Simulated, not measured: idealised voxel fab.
A process module follows: voxel plated lines.
Displayed cross-section: cut, width of 155 nm, square cells sized 5 nm.
In what follows, cross-sections appear as grids of square cells, described through bands that run from the top down, where every band is one or more rows of cells. Each band's line starts with the height of the band's top and of its bottom, in nm. Then come its materials from left to right, each with its width in nm. One material with "edge to edge" fills the band from edge to edge. "blank" is empty space. Convention: height 0 is the level below which the wafer, as received, is all one material. The lowest band does not terminate at the bottom but continues downward, represented as "0 nm and below". Graded width ("30..40"): value in top row of band = first number; value in bottom row = second number; row-to-row change constant. Key: "nothing different" - step with no changed cell in the cross-section. What "Unvented cavities" gives you is every empty space of 8 cells or more that is cut off from the top. Each appears as width x height at distance, with the distance taken from the left edge and width, height and distance all in nm. Step line, after settings: the simulator's comment on this step. overlay nm, on a step with a mask: how far to the right of its planned place the mask lay; to the left if negative.

**Planned process steps**
1. RECEIVE,material Si
2. CONFORMAL_DEP,material SiN,thk nm 15
3. DIRECTIONAL_DEP,material TiN,thk nm 5
4. PATTERN,tone open,mask id LINES,material resist,width nm 25,pitch nm 40,thk nm 25,overlay nm 0
5. EPI,material Ru,thk nm 10
6. EPI,material Ru,thk nm 5
7. STRIP,etch materials resist
8. DIRECTIONAL_ETCH,etch materials TiN,depth nm 5
9. CONFORMAL_DEP,material SiO2,thk nm 10

**The first of the two wafers, which ran as planned**

**As-received state of the wafer in cross-section, equivalent to post-step 1**
* 0 nm and below: Si edge to edge
* Unvented cavities: none

**Step 2 complete: cross-section through the wafer**
* 15 nm to 0 nm: SiN edge to edge
* Below 0, no change.

**Step 3 complete: cross-section through the wafer**
* 20 nm to 15 nm: TiN edge to edge
* Below 15, no change.

**Step 4 complete: cross-section through the wafer**
* 45 nm to 20 nm: resist=45 | blank=25 | resist=15 | blank=25 | resist=45
* Below 20, no change.

**Step 5 complete: cross-section through the wafer**
* 45 nm to 30 nm: resist=45 | blank=25 | resist=15 | blank=25 | resist=45
* 30 nm to 20 nm: resist=45 | Ru=25 | resist=15 | Ru=25 | resist=45
* Below 20, no change.

**Step 6 complete: cross-section through the wafer**
* 45 nm to 35 nm: resist=45 | blank=25 | resist=15 | blank=25 | resist=45
* 35 nm to 20 nm: resist=45 | Ru=25 | resist=15 | Ru=25 | resist=45
* Below 20, no change.

**Step 7 complete: cross-section through the wafer**
* 35 nm to 20 nm: blank=45 | Ru=25 | blank=15 | Ru=25 | blank=45
* Below 20, no change.

**Step 8 complete: cross-section through the wafer**
* 35 nm to 20 nm: blank=45 | Ru=25 | blank=15 | Ru=25 | blank=45
* 20 nm to 15 nm: blank=45 | TiN=25 | blank=15 | TiN=25 | blank=45
* Below 15, no change.

**Step 9 complete: cross-section through the wafer**
* 45 nm to 35 nm: blank=35 | SiO2=85 | blank=35
* 35 nm to 25 nm: blank=35 | SiO2=10 | Ru=25 | SiO2=15 | Ru=25 | SiO2=10 | blank=35
* 25 nm to 20 nm: SiO2=45 | Ru=25 | SiO2=15 | Ru=25 | SiO2=45
* 20 nm to 15 nm: SiO2=45 | TiN=25 | SiO2=15 | TiN=25 | SiO2=45
* Below 15, no change.

**It is to be noted that the second wafer proceeded from the same initial state and according to the same plan as the first, although one mistake was committed in its execution; through step 3, inclusive, the two wafers share an identical history**

**The second wafer cut through, at the time step 4 was supposed to be finished**
* 30 nm to 20 nm: Ru edge to edge
* Below 20, no change.

**The second wafer cut through, at the time step 5 was supposed to be finished**
* 55 nm to 30 nm: resist=45 | blank=25 | resist=15 | blank=25 | resist=45
* Below 30, no change.

**The second wafer cut through, at the time step 6 was supposed to be finished**
* 55 nm to 35 nm: resist=45 | blank=25 | resist=15 | blank=25 | resist=45
* 35 nm to 30 nm: resist=45 | Ru=25 | resist=15 | Ru=25 | resist=45
* Below 30, no change.

**The second wafer cut through, at the time step 7 was supposed to be finished**
* 35 nm to 30 nm: blank=45 | Ru=25 | blank=15 | Ru=25 | blank=45
* Below 30, no change.

The second wafer cut through, at the time step 8 was supposed to be finished: nothing different

**The second wafer cut through, at the time step 9 was supposed to be finished**
* 45 nm to 40 nm: blank=35 | SiO2=85 | blank=35
* 40 nm to 35 nm: SiO2 edge to edge
* 35 nm to 30 nm: SiO2=45 | Ru=25 | SiO2=15 | Ru=25 | SiO2=45
* Below 30, no change.
Error vs. plan: plan steps 4 and 5 run swapped
Final tally in cells, some materials are higher or lower on the second wafer than on the first: Ru +42 | SiO2 -21 | TiN +21
